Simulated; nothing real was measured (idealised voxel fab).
process module | voxel capacitor over wiring
cross-section cut | 265 nm wide | cells 5 nm
A cross-section is a grid of square cells, given in bands from the top down. A band is one or more rows of cells.
Each band's line starts with the height of the band's top and of its bottom, in nm. Then come its materials from left to right, each with its width in nm. One material with "throughout" fills the band from edge to edge. "air" is empty space.
Height 0 is the level under which the wafer as received is all one material. The lowest band goes on downwards, as in "0 down".
A width such as "30 to 40" changes by the same amount from each row of cells to the next, from the band's top row to its bottom row.
"no change" after a step means that no cell of the cross-section changed.
closed voids: empty space of 8 cells or more with no open way to the top, each as width x height at its distance from the left edge, in nm
after a step's settings: what the simulator itself notes on the step
overlay nm, on a step with a mask: how far to the right of its planned place the mask lay; to the left if negative
plan
1 op RECEIVE | material Si
2 op CONFORMAL_DEP | material SiO2 | thk nm 15
3 op CONFORMAL_DEP | material SiCN | thk nm 5
4 op DIRECTIONAL_DEP | material SiO2 | thk nm 10
5 op MASKED_ETCH | tone open | mask id METAL_1 | width nm 30 | pitch nm 90 | etch materials SiO2 | depth nm 20 | overlay nm 0
6 op MASKED_ETCH | tone open | mask id METAL_1 | width nm 30 | pitch nm 90 | etch materials SiCN | depth nm 5 | overlay nm 0
7 op CONFORMAL_DEP | material TiN | thk nm 5
8 op FILL_DEP | material Cu | thk nm 10
9 op CMP | height nm 40
10 op CONFORMAL_DEP | material SiCN | thk nm 5
11 op DIRECTIONAL_DEP | material lowk | thk nm 15
12 op PATTERN | tone open | mask id PLUG_1 | material resist | width nm 15 | thk nm 20 | overlay nm 0
13 op DIRECTIONAL_ETCH | etch materials lowk | depth nm 15
14 op DIRECTIONAL_ETCH | etch materials SiCN | depth nm 5
15 op STRIP | etch materials resist
16 op EPI | material Ru | thk nm 10
17 op EPI | material Ru | thk nm 10
18 op DIRECTIONAL_DEP | material TiN | thk nm 5
19 op DIRECTIONAL_DEP | material HfO2 | thk nm 5
20 op DIRECTIONAL_DEP | material TiN | thk nm 5
21 op DIRECTIONAL_DEP | material aC | thk nm 15
22 op PATTERN | tone cover | mask id UPPER_PLATE | material resist | width nm 65 | thk nm 30 | overlay nm 0
23 op DIRECTIONAL_ETCH | etch materials aC | depth nm 15
24 op STRIP | etch materials resist
25 op DIRECTIONAL_ETCH | etch materials TiN | depth nm 5
26 op DIRECTIONAL_ETCH | etch materials HfO2 | depth nm 5
27 op STRIP | etch materials aC
28 op MASKED_ETCH | tone cover | mask id LOWER_PLATE | width nm 75 | etch materials TiN | depth nm 5 | overlay nm 0
29 op FILL_DEP | material SiO2 | thk nm 15
30 op CMP | height nm 85
31 op DIRECTIONAL_DEP | material aC | thk nm 15
32 op PATTERN | tone open | mask id PLUG_2 | material resist | width nm 15 | thk nm 30 | overlay nm 0
33 op DIRECTIONAL_ETCH | etch materials aC | depth nm 15
34 op STRIP | etch materials resist
35 op DIRECTIONAL_ETCH | etch materials SiO2 | depth nm 10
36 op STRIP | etch materials aC
37 op CONFORMAL_DEP | material TiN | thk nm 5
38 op FILL_DEP | material Cu | thk nm 5
39 op CMP | height nm 85
40 op CONFORMAL_DEP | material SiCN | thk nm 5
varied across the wafers: thk nm of step 4. The plan shows the first wafer's value. All wafers start alike
first wafer as received, after step 1
  0 down: Si throughout
  closed voids: none
each wafer at the end: cells of each material gained (+) or lost (-) since it was received, then its closed voids
thk nm 10 | +78 Cu | +13 HfO2 | +12 Ru | +144 SiCN | +459 SiO2 | +98 TiN | +150 lowk | closed voids: none
thk nm 15 | +33 Cu | +13 HfO2 | +12 Ru | +144 SiCN | +500 SiO2 | +102 TiN | +150 lowk | closed voids: none
thk nm 20 | +33 Cu | +13 HfO2 | +12 Ru | +144 SiCN | +541 SiO2 | +61 TiN | +150 lowk | closed voids: none
thk nm 25 | +17 Cu | +13 HfO2 | +12 Ru | +156 SiCN | +553 SiO2 | +53 TiN | +150 lowk | closed voids: none
thk nm 30 | +9 Cu | +13 HfO2 | +12 Ru | +156 SiCN | +565 SiO2 | +49 TiN | +150 lowk | closed voids: none
thk nm 35 | +1 Cu | +13 HfO2 | +12 Ru | +156 SiCN | +577 SiO2 | +45 TiN | +150 lowk | closed voids: none
